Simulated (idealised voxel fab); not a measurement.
A process module follows: voxel wiring stack.
Section cut is 245 nm wide and gridded with 5 nm square cells.
Reading order for cross-sections: top band down to bottom band. Underlying form: a grid of square cells. Band size: one or more rows of cells. Top height, bottom height, nm. Materials left to right, width each, nm. Single material + "everywhere" = fills band edge to edge. "empty" = empty. Measure heights from 0. That's the level where, below it, the as-received wafer is all one material. The lowest band is bottomless and extends downward; write it as in "0 nm and below". It should be noted that a width expressed as "30 to 40" varies in equal increments from row to row of cells within the band, taking the value of the first number at the top row and that of the second number at the bottom row. Any step labelled "no alterations made" changed none of the cells in the cross-section. Listed in "Voids, sealed": every empty space of 8 or more cells without an open way to the top. Form: width x height at distance, the distance being from the left edge, all in nm. Read whatever lies past the settings on a step's line as the simulator's own remark about the step. "overlay nm", when on a step's line for a step with a mask, measures how far to the right of its planned place the mask lay; a negative measure means to the left.
[Listed below are the process steps as planned]
1,RECEIVE (material Si)
2,CONFORMAL_DEP (material SiO2; thk nm 15)
3,DIRECTIONAL_DEP (material TiN; thk nm 5)
4,DIRECTIONAL_DEP (material Ru; thk nm 15)
5,DIRECTIONAL_DEP (material aC; thk nm 15)
6,PATTERN (tone cover; mask id METAL_1; material resist; width nm 30; pitch nm 50; thk nm 30; overlay nm 0)
7,DIRECTIONAL_ETCH (etch materials aC; depth nm 15)
8,STRIP (etch materials resist)
9,DIRECTIONAL_ETCH (etch materials Ru; depth nm 15)
10,DIRECTIONAL_ETCH (etch materials TiN; depth nm 5)
11,STRIP (etch materials aC)
12,FILL_DEP (material SiO2; thk nm 5)
13,CMP (height nm 35)
14,CONFORMAL_DEP (material SiCN; thk nm 5)
15,DIRECTIONAL_DEP (material lowk; thk nm 30)
16,PATTERN (tone open; mask id METAL_2; material resist; width nm 30; pitch nm 50; thk nm 15; overlay nm 0)
17,DIRECTIONAL_ETCH (etch materials lowk; depth nm 15)
18,STRIP (etch materials resist)
19,PATTERN (tone open; mask id METAL_2_HOLES; material resist; width nm 15; pitch nm 50; thk nm 15; overlay nm 0)
20,DIRECTIONAL_ETCH (etch materials lowk; depth nm 15)
21,DIRECTIONAL_ETCH (etch materials SiCN; depth nm 5)
22,STRIP (etch materials resist)
23,CONFORMAL_DEP (material TiN; thk nm 5)
24,FILL_DEP (material Cu; thk nm 10)
25,CMP (height nm 70)
26,CONFORMAL_DEP (material SiCN; thk nm 5)
27,DIRECTIONAL_DEP (material lowk; thk nm 30)
28,PATTERN (tone open; mask id METAL_3; material resist; width nm 30; pitch nm 50; thk nm 20; overlay nm 0)
29,DIRECTIONAL_ETCH (etch materials lowk; depth nm 15)
30,STRIP (etch materials resist)
31,PATTERN (tone open; mask id METAL_3_HOLES; material resist; width nm 15; thk nm 15; overlay nm 0)
32,DIRECTIONAL_ETCH (etch materials lowk; depth nm 15)
33,DIRECTIONAL_ETCH (etch materials SiCN; depth nm 5)
34,STRIP (etch materials resist)
35,CONFORMAL_DEP (material TiN; thk nm 5)
36,FILL_DEP (material Cu; thk nm 10)
37,CMP (height nm 105)
38,CONFORMAL_DEP (material SiN; thk nm 5)
For clarity, it should be stated that the wafers under discussion commence in an identical condition and differ with respect to the thk nm of step 14, the plan indicating the value that the first wafer had.
[Here's the first of the wafers in cross-section, just as we got it, i.e. after step 1]
  0 nm and below = Si everywhere
  Voids, sealed: none
[First of several wafers, sectioned at end of module (last step: step 38)]
  110 nm to 105 nm = SiN everywhere
  105 nm to 95 nm = lowk: 80, TiN: 5, Cu: 20, TiN: 5, lowk: 20, TiN: 5, Cu: 20, TiN: 5, lowk: 85
  95 nm to 90 nm = lowk: 80, TiN: 5, Cu: 5, TiN: 20, lowk: 20, TiN: 30, lowk: 85
  90 nm to 75 nm = lowk: 80, TiN: 5, Cu: 5, TiN: 5, lowk: 150
  75 nm to 70 nm = SiCN: 80, TiN: 15, SiCN: 150
  70 nm to 60 nm = lowk: 80, TiN: 5, Cu: 20, TiN: 5, lowk: 20, TiN: 5, Cu: 20, TiN: 5, lowk: 85
  60 nm to 55 nm = lowk: 80, TiN: 5, Cu: 5, TiN: 20, lowk: 20, TiN: 5, Cu: 5, TiN: 20, lowk: 85
  55 nm to 40 nm = lowk: 80, TiN: 5, Cu: 5, TiN: 5, lowk: 35, TiN: 5, Cu: 5, TiN: 5, lowk: 100
  40 nm to 35 nm = SiCN: 80, TiN: 15, SiCN: 35, TiN: 15, SiCN: 100
  35 nm to 20 nm = SiO2: 80, Ru: 30, SiO2: 20, Ru: 30, SiO2: 85
  20 nm to 15 nm = SiO2: 80, TiN: 30, SiO2: 20, TiN: 30, SiO2: 85
  15 nm to 0 nm = SiO2 everywhere
  0 nm and below = Si everywhere
  Voids, sealed: none
[Last wafer of the set, cross-sectioned at end of module]
  110 nm to 105 nm = SiN everywhere
  105 nm to 95 nm = lowk: 80, TiN: 5, Cu: 20, TiN: 5, lowk: 20, TiN: 5, Cu: 20, TiN: 5, lowk: 85
  95 nm to 90 nm = lowk: 80, TiN: 5, Cu: 5, TiN: 20, lowk: 20, TiN: 30, lowk: 85
  90 nm to 75 nm = lowk: 80, TiN: 5, Cu: 5, TiN: 5, lowk: 150
  75 nm to 70 nm = SiCN: 80, TiN: 15, SiCN: 150
  70 nm to 55 nm = lowk: 80, TiN: 5, Cu: 5, TiN: 5, lowk: 35, TiN: 5, Cu: 5, TiN: 5, lowk: 100
  55 nm to 50 nm = SiCN: 80, TiN: 15, SiCN: 35, TiN: 15, SiCN: 100
  50 nm to 35 nm = SiCN everywhere
  35 nm to 20 nm = SiO2: 80, Ru: 30, SiO2: 20, Ru: 30, SiO2: 85
  20 nm to 15 nm = SiO2: 80, TiN: 30, SiO2: 20, TiN: 30, SiO2: 85
  15 nm to 0 nm = SiO2 everywhere
  0 nm and below = Si everywhere
  Voids, sealed: none
[each wafer at the end: cells of each material gained (+) or lost (-) since it was received, then its closed voids]
thk nm 5; +44 Cu; +36 Ru; +89 SiCN; +49 SiN; +295 SiO2; +76 TiN; +489 lowk; Voids, sealed: none
thk nm 10; +36 Cu; +36 Ru; +138 SiCN; +49 SiN; +295 SiO2; +72 TiN; +452 lowk; Voids, sealed: none
thk nm 15; +28 Cu; +36 Ru; +187 SiCN; +49 SiN; +295 SiO2; +68 TiN; +415 lowk; Voids, sealed: none
thk nm 20; +26 Cu; +36 Ru; +236 SiCN; +49 SiN; +295 SiO2; +58 TiN; +378 lowk; Voids, sealed: none
